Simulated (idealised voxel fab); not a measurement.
process module | voxel self aligned vias
cross-section cut | 265 nm wide | cells 5 nm
A cross-section is a grid of square cells, given in bands from the top down. A band is one or more rows of cells.
Each band's line starts with the height of the band's top and of its bottom, in nm. Then come its materials from left to right, each with its width in nm. One material with "throughout" fills the band from edge to edge. "air" is empty space.
Height 0 is the level under which the wafer as received is all one material. The lowest band goes on downwards, as in "0 down".
A width such as "30 to 40" changes by the same amount from each row of cells to the next, from the band's top row to its bottom row.
"no change" after a step means that no cell of the cross-section changed.
closed voids: empty space of 8 cells or more with no open way to the top, each as width x height at its distance from the left edge, in nm
after a step's settings: what the simulator itself notes on the step
overlay nm, on a step with a mask: how far to the right of its planned place the mask lay; to the left if negative
plan
1 op RECEIVE | material Si
2 op CONFORMAL_DEP | material SiO2 | thk nm 10
3 op CONFORMAL_DEP | material SiCN | thk nm 5
4 op DIRECTIONAL_DEP | material lowk | thk nm 25
5 op MASKED_ETCH | tone open | mask id LINES | width nm 25 | pitch nm 65 | etch materials lowk | depth nm 25 | overlay nm 0
6 op CONFORMAL_DEP | material TiN | thk nm 5
7 op FILL_DEP | material W | thk nm 5
8 op CMP | height nm 40
9 op SELECTIVE_ETCH | etch materials W Ru TiN | depth nm 10
10 op FILL_DEP | material SiN | thk nm 10
11 op CMP | height nm 40
12 op DIRECTIONAL_DEP | material lowk | thk nm 15
13 op DIRECTIONAL_DEP | material aC | thk nm 15
14 op PATTERN | tone open | mask id VIAS | material resist | width nm 35 | pitch nm 130 | thk nm 30 | overlay nm -15
15 op DIRECTIONAL_ETCH | etch materials aC | depth nm 15
16 op STRIP | etch materials resist
17 op DIRECTIONAL_ETCH | etch materials lowk | depth nm 15
18 op DIRECTIONAL_ETCH | etch materials SiN | depth nm 10
19 op STRIP | etch materials aC
20 op CONFORMAL_DEP | material TiN | thk nm 5
21 op FILL_DEP | material Cu | thk nm 5
22 op CMP | height nm 55
23 op CONFORMAL_DEP | material SiCN | thk nm 5
varied across the wafers: overlay nm of step 14. The plan shows the first wafer's value. All wafers start alike
first wafer as received, after step 1
  0 down: Si throughout
  closed voids: none
first wafer at the end, after step 23
  60 to 55: SiCN throughout
  55 to 45: lowk 35 | TiN 5 | Cu 25 | TiN 5 | lowk 95 | TiN 5 | Cu 25 | TiN 5 | lowk 65
  45 to 40: lowk 35 | TiN 25 | Cu 5 | TiN 5 | lowk 95 | TiN 25 | Cu 5 | TiN 5 | lowk 65
  40 to 35: lowk 55 | TiN 5 | Cu 5 | TiN 5 | SiN 10 | lowk 40 | SiN 25 | lowk 40 | TiN 5 | Cu 5 | TiN 5 | SiN 10 | lowk 55
  35 to 30: lowk 55 | TiN 15 | SiN 10 | lowk 40 | SiN 25 | lowk 40 | TiN 15 | SiN 10 | lowk 55
  30 to 20: lowk 55 | TiN 5 | W 15 | TiN 5 | lowk 40 | TiN 5 | W 15 | TiN 5 | lowk 40 | TiN 5 | W 15 | TiN 5 | lowk 55
  20 to 15: lowk 55 | TiN 25 | lowk 40 | TiN 25 | lowk 40 | TiN 25 | lowk 55
  15 to 10: SiCN throughout
  10 to 0: SiO2 throughout
  0 down: Si throughout
  closed voids: none
last wafer at the end
  60 to 55: SiCN throughout
  55 to 45: lowk 65 | TiN 5 | Cu 25 | TiN 5 | lowk 95 | TiN 5 | Cu 25 | TiN 5 | lowk 35
  45 to 40: lowk 65 | TiN 5 | Cu 5 | TiN 25 | lowk 95 | TiN 5 | Cu 5 | TiN 25 | lowk 35
  40 to 35: lowk 55 | SiN 10 | TiN 5 | Cu 5 | TiN 5 | lowk 40 | SiN 25 | lowk 40 | SiN 10 | TiN 5 | Cu 5 | TiN 5 | lowk 55
  35 to 30: lowk 55 | SiN 10 | TiN 15 | lowk 40 | SiN 25 | lowk 40 | SiN 10 | TiN 15 | lowk 55
  30 to 20: lowk 55 | TiN 5 | W 15 | TiN 5 | lowk 40 | TiN 5 | W 15 | TiN 5 | lowk 40 | TiN 5 | W 15 | TiN 5 | lowk 55
  20 to 15: lowk 55 | TiN 25 | lowk 40 | TiN 25 | lowk 40 | TiN 25 | lowk 55
  15 to 10: SiCN throughout
  10 to 0: SiO2 throughout
  0 down: Si throughout
  closed voids: none
each wafer at the end: cells of each material gained (+) or lost (-) since it was received, then its closed voids
overlay nm -15 | +24 Cu | +106 SiCN | +18 SiN | +106 SiO2 | +57 TiN | +18 W | +307 lowk | closed voids: none
overlay nm -10 | +28 Cu | +106 SiCN | +14 SiN | +106 SiO2 | +57 TiN | +18 W | +307 lowk | closed voids: none
overlay nm -5 | +32 Cu | +106 SiCN | +10 SiN | +106 SiO2 | +57 TiN | +18 W | +307 lowk | closed voids: none
overlay nm 0 | +32 Cu | +106 SiCN | +10 SiN | +106 SiO2 | +57 TiN | +18 W | +307 lowk | closed voids: none
overlay nm 5 | +32 Cu | +106 SiCN | +10 SiN | +106 SiO2 | +57 TiN | +18 W | +307 lowk | closed voids: none
overlay nm 10 | +28 Cu | +106 SiCN | +14 SiN | +106 SiO2 | +57 TiN | +18 W | +307 lowk | closed voids: none
overlay nm 15 | +24 Cu | +106 SiCN | +18 SiN | +106 SiO2 | +57 TiN | +18 W | +307 lowk | closed voids: none
